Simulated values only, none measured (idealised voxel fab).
The name of this process module is voxel wiring stack.
The cross-section shown here is cut; it is 155 nm wide and divided into square cells measuring 5 nm on a side.
In what follows, cross-sections appear as grids of square cells, described through bands that run from the top down, where every band is one or more rows of cells. Each band's line starts with the height of the band's top and of its bottom, in nm. Then come its materials from left to right, each with its width in nm. One material with "everywhere" fills the band from edge to edge. "empty" is empty space. Height is counted from the level 0, under which the received wafer is composed throughout of one material. The lowest of the bands is not closed at the bottom but continues downward, in the notation "0 and below". A width given as "30 to 40" starts at the first number in the band's top row and ends at the second number in its bottom row, shifting by an equal amount at every step from row to row. The cross-section has no changed cell in any step marked "remained the same". Entry "Enclosed voids" = empty spaces >= 8 cells with no open way to the top; each as width x height at distance, distance from left edge, all nm. It should be noted that, on the line of a given step, the content following the step's settings is a remark produced by the simulator itself with respect to that step. The setting "overlay nm" may be written on the line of a step. When the step uses a mask, the value reports how far to the right of the planned place the mask lay, and a negative value reports that it lay to the left.

### The planned process steps are enumerated hereunder
step 1: RECEIVE [material Si]
step 2: CONFORMAL_DEP [material SiO2] [thk nm 15]
step 3: DIRECTIONAL_DEP [material TiN] [thk nm 5]
step 4: DIRECTIONAL_DEP [material W] [thk nm 15]
step 5: MASKED_ETCH [tone cover] [mask id METAL_1] [width nm 20] [pitch nm 45] [etch materials W] [depth nm 15] [overlay nm 0]
step 6: MASKED_ETCH [tone cover] [mask id METAL_1] [width nm 15] [pitch nm 45] [etch materials TiN] [depth nm 5] [overlay nm 0]
step 7: CONFORMAL_DEP [material SiN] [thk nm 5]
step 8: FILL_DEP [material lowk] [thk nm 5]
step 9: CMP [height nm 35]
step 10: CONFORMAL_DEP [material SiCN] [thk nm 5]
step 11: DIRECTIONAL_DEP [material lowk] [thk nm 15]
step 12: PATTERN [tone open] [mask id PLUG_1] [material resist] [width nm 15] [pitch nm 90] [thk nm 15] [overlay nm 0]
step 13: DIRECTIONAL_ETCH [etch materials lowk] [depth nm 15]
step 14: DIRECTIONAL_ETCH [etch materials SiCN] [depth nm 5]
step 15: STRIP [etch materials resist]
step 16: CONFORMAL_DEP [material TiN] [thk nm 5]
step 17: FILL_DEP [material W] [thk nm 10]
step 18: CMP [height nm 55]
step 19: CONFORMAL_DEP [material SiN] [thk nm 5]
step 20: DIRECTIONAL_DEP [material SiO2] [thk nm 25]
step 21: DIRECTIONAL_DEP [material aC] [thk nm 15]
step 22: PATTERN [tone open] [mask id METAL_2] [material resist] [width nm 20] [pitch nm 45] [thk nm 30] [overlay nm 0]
step 23: DIRECTIONAL_ETCH [etch materials aC] [depth nm 15]
step 24: STRIP [etch materials resist]
step 25: DIRECTIONAL_ETCH [etch materials SiO2] [depth nm 25]
step 26: DIRECTIONAL_ETCH [etch materials SiN] [depth nm 5]
step 27: STRIP [etch materials aC]
step 28: CONFORMAL_DEP [material TiN] [thk nm 5]
step 29: FILL_DEP [material W] [thk nm 10]
step 30: CMP [height nm 85]
step 31: CONFORMAL_DEP [material SiCN] [thk nm 5]
step 32: DIRECTIONAL_DEP [material SiO2] [thk nm 20]
step 33: DIRECTIONAL_DEP [material aC] [thk nm 10]
step 34: PATTERN [tone open] [mask id PLUG_2] [material resist] [width nm 15] [pitch nm 90] [thk nm 30] [overlay nm 0]
step 35: DIRECTIONAL_ETCH [etch materials aC] [depth nm 10]
step 36: STRIP [etch materials resist]
step 37: DIRECTIONAL_ETCH [etch materials SiO2] [depth nm 20]
step 38: DIRECTIONAL_ETCH [etch materials SiCN] [depth nm 5]
step 39: STRIP [etch materials aC]
step 40: EPI [material Ru] [thk nm 10]
step 41: EPI [material Ru] [thk nm 10]
step 42: EPI [material Ru] [thk nm 5]
step 43: CONFORMAL_DEP [material SiN] [thk nm 5]
step 44: DIRECTIONAL_DEP [material lowk] [thk nm 25]
step 45: MASKED_ETCH [tone open] [mask id METAL_3] [width nm 20] [pitch nm 45] [etch materials lowk] [depth nm 25] [overlay nm 0]
step 46: MASKED_ETCH [tone open] [mask id METAL_3] [width nm 20] [pitch nm 45] [etch materials SiN] [depth nm 5] [overlay nm 0]
step 47: CONFORMAL_DEP [material TiN] [thk nm 5]
step 48: FILL_DEP [material Cu] [thk nm 10]
step 49: CMP [height nm 140]
step 50: CONFORMAL_DEP [material SiCN] [thk nm 5]
step 51: DIRECTIONAL_DEP [material lowk] [thk nm 10]
step 52: DIRECTIONAL_DEP [material aC] [thk nm 10]
step 53: PATTERN [tone open] [mask id PLUG_3] [material resist] [width nm 15] [pitch nm 45] [thk nm 25] [overlay nm 0]
step 54: DIRECTIONAL_ETCH [etch materials aC] [depth nm 10]
step 55: STRIP [etch materials resist]
step 56: DIRECTIONAL_ETCH [etch materials lowk] [depth nm 10]
step 57: DIRECTIONAL_ETCH [etch materials SiCN] [depth nm 5]
step 58: STRIP [etch materials aC]
step 59: CONFORMAL_DEP [material TiN] [thk nm 5]
step 60: FILL_DEP [material W] [thk nm 5]
step 61: CMP [height nm 155]
step 62: DIRECTIONAL_DEP [material TiN] [thk nm 5]
step 63: DIRECTIONAL_DEP [material W] [thk nm 15]
step 64: PATTERN [tone cover] [mask id METAL_4] [material resist] [width nm 20] [pitch nm 45] [thk nm 20] [overlay nm 0]
step 65: DIRECTIONAL_ETCH [etch materials W] [depth nm 15]
step 66: DIRECTIONAL_ETCH [etch materials TiN] [depth nm 5]
step 67: STRIP [etch materials resist]
step 68: CONFORMAL_DEP [material SiCN] [thk nm 5]
step 69: FILL_DEP [material lowk] [thk nm 5]
step 70: CMP [height nm 175]
step 71: CONFORMAL_DEP [material SiCN] [thk nm 5]
For this document, wafers share an identical start and vary in the step 6 width nm; the plan quotes the first wafer's value.

### Step 1 complete: as-received cross-section of the first of several wafers
  0 and below | Si everywhere
  Enclosed voids: none

### Here's the first of several wafers in cross-section, end of the module, after the last step, step 71
  180 down to 175 | SiCN everywhere
  175 down to 160 | lowk 15 nm; SiCN 5 nm; W 20 nm; SiCN 5 nm; lowk 15 nm; SiCN 5 nm; W 20 nm; SiCN 5 nm; lowk 15 nm; SiCN 5 nm; W 20 nm; SiCN 5 nm; lowk 20 nm
  160 down to 155 | SiCN 20 nm; TiN 20 nm; SiCN 25 nm; TiN 20 nm; SiCN 25 nm; TiN 20 nm; SiCN 25 nm
  155 down to 145 | lowk 20 nm; TiN 5 nm; W 5 nm; TiN 5 nm; lowk 30 nm; TiN 5 nm; W 5 nm; TiN 5 nm; lowk 30 nm; TiN 5 nm; W 5 nm; TiN 5 nm; lowk 30 nm
  145 down to 140 | SiCN 20 nm; TiN 15 nm; SiCN 30 nm; TiN 15 nm; SiCN 30 nm; TiN 15 nm; SiCN 30 nm
  140 down to 115 | lowk 20 nm; TiN 5 nm; Cu 10 nm; TiN 5 nm; lowk 25 nm; TiN 5 nm; Cu 10 nm; TiN 5 nm; lowk 25 nm; TiN 5 nm; Cu 10 nm; TiN 5 nm; lowk 25 nm
  115 down to 110 | SiN 20 nm; TiN 20 nm; SiN 25 nm; TiN 20 nm; SiN 25 nm; TiN 20 nm; SiN 25 nm
  110 down to 90 | SiO2 20 nm; Ru 15 nm; SiO2 75 nm; Ru 15 nm; SiO2 30 nm
  90 down to 85 | SiCN 20 nm; Ru 15 nm; SiCN 75 nm; Ru 15 nm; SiCN 30 nm
  85 down to 60 | SiO2 20 nm; TiN 5 nm; W 10 nm; TiN 5 nm; SiO2 25 nm; TiN 5 nm; W 10 nm; TiN 5 nm; SiO2 25 nm; TiN 5 nm; W 10 nm; TiN 5 nm; SiO2 25 nm
  60 down to 55 | SiN 20 nm; TiN 20 nm; SiN 25 nm; TiN 20 nm; SiN 25 nm; TiN 20 nm; SiN 25 nm
  55 down to 40 | lowk 20 nm; TiN 5 nm; W 5 nm; TiN 5 nm; lowk 75 nm; TiN 5 nm; W 5 nm; TiN 5 nm; lowk 30 nm
  40 down to 35 | SiCN 20 nm; TiN 15 nm; SiCN 75 nm; TiN 15 nm; SiCN 30 nm
  35 down to 20 | lowk 15 nm; SiN 5 nm; W 20 nm; SiN 5 nm; lowk 15 nm; SiN 5 nm; W 20 nm; SiN 5 nm; lowk 15 nm; SiN 5 nm; W 20 nm; SiN 5 nm; lowk 20 nm
  20 down to 15 | SiN 20 nm; TiN 20 nm; SiN 25 nm; TiN 20 nm; SiN 25 nm; TiN 20 nm; SiN 25 nm
  15 down to 0 | SiO2 everywhere
  0 and below | Si everywhere
  Enclosed voids: none

### Here we cross-sectioned the last of the wafers once the module was done
  180 down to 175 | SiCN everywhere
  175 down to 160 | lowk 15 nm; SiCN 5 nm; W 20 nm; SiCN 5 nm; lowk 15 nm; SiCN 5 nm; W 20 nm; SiCN 5 nm; lowk 15 nm; SiCN 5 nm; W 20 nm; SiCN 5 nm; lowk 20 nm
  160 down to 155 | SiCN 20 nm; TiN 20 nm; SiCN 25 nm; TiN 20 nm; SiCN 25 nm; TiN 20 nm; SiCN 25 nm
  155 down to 145 | lowk 20 nm; TiN 5 nm; W 5 nm; TiN 5 nm; lowk 30 nm; TiN 5 nm; W 5 nm; TiN 5 nm; lowk 30 nm; TiN 5 nm; W 5 nm; TiN 5 nm; lowk 30 nm
  145 down to 140 | SiCN 20 nm; TiN 15 nm; SiCN 30 nm; TiN 15 nm; SiCN 30 nm; TiN 15 nm; SiCN 30 nm
  140 down to 115 | lowk 20 nm; TiN 5 nm; Cu 10 nm; TiN 5 nm; lowk 25 nm; TiN 5 nm; Cu 10 nm; TiN 5 nm; lowk 25 nm; TiN 5 nm; Cu 10 nm; TiN 5 nm; lowk 25 nm
  115 down to 110 | SiN 20 nm; TiN 20 nm; SiN 25 nm; TiN 20 nm; SiN 25 nm; TiN 20 nm; SiN 25 nm
  110 down to 90 | SiO2 20 nm; Ru 15 nm; SiO2 75 nm; Ru 15 nm; SiO2 30 nm
  90 down to 85 | SiCN 20 nm; Ru 15 nm; SiCN 75 nm; Ru 15 nm; SiCN 30 nm
  85 down to 60 | SiO2 20 nm; TiN 5 nm; W 10 nm; TiN 5 nm; SiO2 25 nm; TiN 5 nm; W 10 nm; TiN 5 nm; SiO2 25 nm; TiN 5 nm; W 10 nm; TiN 5 nm; SiO2 25 nm
  60 down to 55 | SiN 20 nm; TiN 20 nm; SiN 25 nm; TiN 20 nm; SiN 25 nm; TiN 20 nm; SiN 25 nm
  55 down to 40 | lowk 20 nm; TiN 5 nm; W 5 nm; TiN 5 nm; lowk 75 nm; TiN 5 nm; W 5 nm; TiN 5 nm; lowk 30 nm
  40 down to 35 | SiCN 20 nm; TiN 15 nm; SiCN 75 nm; TiN 15 nm; SiCN 30 nm
  35 down to 25 | lowk 15 nm; SiN 5 nm; W 20 nm; SiN 5 nm; lowk 15 nm; SiN 5 nm; W 20 nm; SiN 5 nm; lowk 15 nm; SiN 5 nm; W 20 nm; SiN 5 nm; lowk 20 nm
  25 down to 20 | lowk 10 nm; SiN 10 nm; W 20 nm; SiN 10 nm; lowk 5 nm; SiN 10 nm; W 20 nm; SiN 10 nm; lowk 5 nm; SiN 10 nm; W 20 nm; SiN 10 nm; lowk 15 nm
  20 down to 15 | SiN 15 nm; TiN 30 nm; SiN 15 nm; TiN 30 nm; SiN 15 nm; TiN 30 nm; SiN 20 nm
  15 down to 0 | SiO2 everywhere
  0 and below | Si everywhere
  Enclosed voids: none

### Tabulated below, wafer by wafer, are the end-of-module results: for each material, the number of cells gained (+) or lost (-) relative to the as-received state, followed by the closed voids
width nm 15; +30 Cu; +30 Ru; +140 SiCN; +75 SiN; +288 SiO2; +147 TiN; +114 W; +292 lowk; Enclosed voids: none
width nm 20; +30 Cu; +30 Ru; +140 SiCN; +75 SiN; +288 SiO2; +147 TiN; +114 W; +292 lowk; Enclosed voids: none
width nm 25; +30 Cu; +30 Ru; +140 SiCN; +75 SiN; +288 SiO2; +150 TiN; +114 W; +289 lowk; Enclosed voids: none
width nm 30; +30 Cu; +30 Ru; +140 SiCN; +75 SiN; +288 SiO2; +153 TiN; +114 W; +286 lowk; Enclosed voids: none
